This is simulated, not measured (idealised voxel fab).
Process module, titled voxel self aligned contacts
Section shown: cut. Width: 150 nm. Cell size: 5 nm, square.
Bands, listed from the top down, are how a cross-section gets written in this document; the cross-section itself is a grid of square cells, and a band is one or more rows of them.
Top height, bottom height, nm. Materials left to right, width each, nm. Single material + "throughout" = fills band edge to edge. "empty" = empty.
We count height from 0. Below that, the starting wafer is all one material. The lowest band never ends at the bottom but goes on down; see "0 nm and below" for how that is written.
A width given as "30..40" starts at the first number in the band's top row and ends at the second number in its bottom row, shifting by an equal amount at every step from row to row.
Where the words "changes: none" appear for a step, the cross-section shows no cell changed by that step; every cell remained as before.
If an empty space has no open way to the top and is at least 8 cells in size, "Tabulated closed voids" lists it, written width x height at distance, where distance is measured from the left edge and every value is in nm.
On each step's line, the part that comes after the settings is the simulator's own comment on the step.
overlay nm: step with mask; distance mask lay right of planned place; negative value = left of planned place.
## Intended process steps
1: RECEIVE | material Si
2: OXIDIZE | depth nm 5
3: DIRECTIONAL_DEP | material polySi | thk nm 20
4: DIRECTIONAL_DEP | material SiN | thk nm 20
5: MASKED_ETCH | tone cover | mask id GATE | width nm 35 | pitch nm 80 | etch materials SiN | depth nm 20 | overlay nm 0
6: MASKED_ETCH | tone cover | mask id GATE | width nm 35 | pitch nm 80 | etch materials polySi | depth nm 20 | overlay nm 0
7: CONFORMAL_DEP | material SiN | thk nm 10
8: DIRECTIONAL_ETCH | etch materials SiN | depth nm 10
9: FILL_DEP | material SiO2 | thk nm 10
10: CMP | height nm 45
11: DIRECTIONAL_DEP | material aC | thk nm 10
12: PATTERN | tone open | mask id CONTACT | material resist | width nm 65 | thk nm 30 | overlay nm 0
13: DIRECTIONAL_ETCH | etch materials aC | depth nm 10
14: STRIP | etch materials resist
15: DIRECTIONAL_ETCH | etch materials SiO2 | depth nm 50
16: STRIP | etch materials aC
17: CONFORMAL_DEP | material TiN | thk nm 5
18: FILL_DEP | material W | thk nm 10
19: CMP | height nm 45
20: CONFORMAL_DEP | material SiN | thk nm 5
## What follows covers the first of two wafers; it ran as planned
## Cross-section: wafer on arrival = after step 1
  0 nm and below  Si throughout
  Tabulated closed voids: none
## The wafer, seen in cross-section, after step 2
  0 nm to -5 nm  SiO2 throughout
  Beneath the level -5, the cross-section is identical to its previous state.
## The wafer, seen in cross-section, after step 3
  20 nm to 0 nm  polySi throughout
  Beneath the level 0, the cross-section is identical to its previous state.
## The wafer, seen in cross-section, after step 4
  40 nm to 20 nm  SiN throughout
  Beneath the level 20, the cross-section is identical to its previous state.
## The wafer, seen in cross-section, after step 5
  40 nm to 20 nm  15 of empty, then 35 of SiN, then 45 of empty, then 35 of SiN, then 20 of empty
  Beneath the level 20, the cross-section is identical to its previous state.
## The wafer, seen in cross-section, after step 6
  40 nm to 20 nm  15 of empty, then 35 of SiN, then 45 of empty, then 35 of SiN, then 20 of empty
  20 nm to 0 nm  15 of empty, then 35 of polySi, then 45 of empty, then 35 of polySi, then 20 of empty
  Beneath the level 0, the cross-section is identical to its previous state.
## The wafer, seen in cross-section, after step 7
  50 nm to 20 nm  5 of empty, then 55 of SiN, then 25 of empty, then 55 of SiN, then 10 of empty
  20 nm to 10 nm  5 of empty, then 10 of SiN, then 35 of polySi, then 10 of SiN, then 25 of empty, then 10 of SiN, then 35 of polySi, then 10 of SiN, then 10 of empty
  10 nm to 0 nm  15 of SiN, then 35 of polySi, then 45 of SiN, then 35 of polySi, then 20 of SiN
  Beneath the level 0, the cross-section is identical to its previous state.
## The wafer, seen in cross-section, after step 8
  40 nm to 20 nm  5 of empty, then 55 of SiN, then 25 of empty, then 55 of SiN, then 10 of empty
  20 nm to 0 nm  5 of empty, then 10 of SiN, then 35 of polySi, then 10 of SiN, then 25 of empty, then 10 of SiN, then 35 of polySi, then 10 of SiN, then 10 of empty
  Beneath the level 0, the cross-section is identical to its previous state.
## The wafer, seen in cross-section, after step 9
  50 nm to 40 nm  SiO2 throughout
  40 nm to 20 nm  5 of SiO2, then 55 of SiN, then 25 of SiO2, then 55 of SiN, then 10 of SiO2
  20 nm to 0 nm  5 of SiO2, then 10 of SiN, then 35 of polySi, then 10 of SiN, then 25 of SiO2, then 10 of SiN, then 35 of polySi, then 10 of SiN, then 10 of SiO2
  Beneath the level 0, the cross-section is identical to its previous state.
## The wafer, seen in cross-section, after step 10
  45 nm to 40 nm  SiO2 throughout
  Beneath the level 40, the cross-section is identical to its previous state.
## The wafer, seen in cross-section, after step 11
  55 nm to 45 nm  aC throughout
  Beneath the level 45, the cross-section is identical to its previous state.
## The wafer, seen in cross-section, after step 12
  85 nm to 55 nm  40 of resist, then 65 of empty, then 45 of resist
  Beneath the level 55, the cross-section is identical to its previous state.
## The wafer, seen in cross-section, after step 13
  75 nm to 55 nm  40 of resist, then 65 of empty, then 45 of resist
  55 nm to 45 nm  40 of aC, then 65 of empty, then 45 of aC
  Beneath the level 45, the cross-section is identical to its previous state.
## The wafer, seen in cross-section, after step 14
  55 nm to 45 nm  40 of aC, then 65 of empty, then 45 of aC
  Beneath the level 45, the cross-section is identical to its previous state.
## The wafer, seen in cross-section, after step 15
  55 nm to 45 nm  40 of aC, then 65 of empty, then 45 of aC
  45 nm to 40 nm  40 of SiO2, then 65 of empty, then 45 of SiO2
  40 nm to 20 nm  5 of SiO2, then 55 of SiN, then 25 of empty, then 55 of SiN, then 10 of SiO2
  20 nm to 0 nm  5 of SiO2, then 10 of SiN, then 35 of polySi, then 10 of SiN, then 25 of empty, then 10 of SiN, then 35 of polySi, then 10 of SiN, then 10 of SiO2
  0 nm to -5 nm  60 of SiO2, then 25 of empty, then 65 of SiO2
  Beneath the level -5, the cross-section is identical to its previous state.
## The wafer, seen in cross-section, after step 16
  45 nm to 40 nm  40 of SiO2, then 65 of empty, then 45 of SiO2
  Beneath the level 40, the cross-section is identical to its previous state.
## The wafer, seen in cross-section, after step 17
  50 nm to 45 nm  45 of TiN, then 55 of empty, then 50 of TiN
  45 nm to 40 nm  40 of SiO2, then 25 of TiN, then 15 of empty, then 25 of TiN, then 45 of SiO2
  40 nm to 20 nm  5 of SiO2, then 55 of SiN, then 5 of TiN, then 15 of empty, then 5 of TiN, then 55 of SiN, then 10 of SiO2
  20 nm to 0 nm  5 of SiO2, then 10 of SiN, then 35 of polySi, then 10 of SiN, then 5 of TiN, then 15 of empty, then 5 of TiN, then 10 of SiN, then 35 of polySi, then 10 of SiN, then 10 of SiO2
  0 nm to -5 nm  60 of SiO2, then 25 of TiN, then 65 of SiO2
  Beneath the level -5, the cross-section is identical to its previous state.
## The wafer, seen in cross-section, after step 18
  60 nm to 50 nm  W throughout
  50 nm to 45 nm  45 of TiN, then 55 of W, then 50 of TiN
  45 nm to 40 nm  40 of SiO2, then 25 of TiN, then 15 of W, then 25 of TiN, then 45 of SiO2
  40 nm to 20 nm  5 of SiO2, then 55 of SiN, then 5 of TiN, then 15 of W, then 5 of TiN, then 55 of SiN, then 10 of SiO2
  20 nm to 0 nm  5 of SiO2, then 10 of SiN, then 35 of polySi, then 10 of SiN, then 5 of TiN, then 15 of W, then 5 of TiN, then 10 of SiN, then 35 of polySi, then 10 of SiN, then 10 of SiO2
  Beneath the level 0, the cross-section is identical to its previous state.
## The wafer, seen in cross-section, after step 19
  45 nm to 40 nm  40 of SiO2, then 25 of TiN, then 15 of W, then 25 of TiN, then 45 of SiO2
  Beneath the level 40, the cross-section is identical to its previous state.
## The wafer, seen in cross-section, after step 20
  50 nm to 45 nm  SiN throughout
  Beneath the level 45, the cross-section is identical to its previous state.
## second wafer: like start, like plan, one mistake. Through step 4 it matches the first wafer
## Second wafer, cross-section, planned end of step 5
  40 nm to 20 nm  15 of SiN, then 35 of empty, then 45 of SiN, then 35 of empty, then 20 of SiN
  Beneath the level 20, the cross-section is identical to its previous state.
Second wafer, cross-section, planned end of step 6: changes: none
## Second wafer, cross-section, planned end of step 7
  50 nm to 30 nm  25 of SiN, then 15 of empty, then 65 of SiN, then 15 of empty, then 30 of SiN
  30 nm to 20 nm  SiN throughout
  Beneath the level 20, the cross-section is identical to its previous state.
## Second wafer, cross-section, planned end of step 8
  40 nm to 20 nm  25 of SiN, then 15 of empty, then 65 of SiN, then 15 of empty, then 30 of SiN
  Beneath the level 20, the cross-section is identical to its previous state.
## Second wafer, cross-section, planned end of step 9
  50 nm to 40 nm  SiO2 throughout
  40 nm to 20 nm  25 of SiN, then 15 of SiO2, then 65 of SiN, then 15 of SiO2, then 30 of SiN
  Beneath the level 20, the cross-section is identical to its previous state.
## Second wafer, cross-section, planned end of step 10
  45 nm to 40 nm  SiO2 throughout
  Beneath the level 40, the cross-section is identical to its previous state.
## Second wafer, cross-section, planned end of step 11
  55 nm to 45 nm  aC throughout
  Beneath the level 45, the cross-section is identical to its previous state.
## Second wafer, cross-section, planned end of step 12
  85 nm to 55 nm  40 of resist, then 65 of empty, then 45 of resist
  Beneath the level 55, the cross-section is identical to its previous state.
## Second wafer, cross-section, planned end of step 13
  75 nm to 55 nm  40 of resist, then 65 of empty, then 45 of resist
  55 nm to 45 nm  40 of aC, then 65 of empty, then 45 of aC
  Beneath the level 45, the cross-section is identical to its previous state.
## Second wafer, cross-section, planned end of step 14
  55 nm to 45 nm  40 of aC, then 65 of empty, then 45 of aC
  Beneath the level 45, the cross-section is identical to its previous state.
## Second wafer, cross-section, planned end of step 15
  55 nm to 45 nm  40 of aC, then 65 of empty, then 45 of aC
  45 nm to 40 nm  40 of SiO2, then 65 of empty, then 45 of SiO2
  Beneath the level 40, the cross-section is identical to its previous state.
## Second wafer, cross-section, planned end of step 16
  45 nm to 40 nm  40 of SiO2, then 65 of empty, then 45 of SiO2
  Beneath the level 40, the cross-section is identical to its previous state.
## Second wafer, cross-section, planned end of step 17
  50 nm to 45 nm  45 of TiN, then 55 of empty, then 50 of TiN
  45 nm to 40 nm  40 of SiO2, then 65 of TiN, then 45 of SiO2
  Beneath the level 40, the cross-section is identical to its previous state.
## Second wafer, cross-section, planned end of step 18
  60 nm to 50 nm  W throughout
  50 nm to 45 nm  45 of TiN, then 55 of W, then 50 of TiN
  Beneath the level 45, the cross-section is identical to its previous state.
## Second wafer, cross-section, planned end of step 19
  45 nm to 40 nm  40 of SiO2, then 65 of TiN, then 45 of SiO2
  Beneath the level 40, the cross-section is identical to its previous state.
## Second wafer, cross-section, planned end of step 20
  50 nm to 45 nm  SiN throughout
  Beneath the level 45, the cross-section is identical to its previous state.
What was the processing mistake? in deviation from the planned setting, step 5 was conducted as MASKED_ETCH | tone open | mask id GATE | width nm 35 | pitch nm 80 | etch materials SiN | depth nm 20 | overlay nm 0
Final comparison by cell count, materials where the second wafer has more or fewer than the first: -24 SiN | +5 SiO2 | -18 TiN | -27 W | +64 polySi
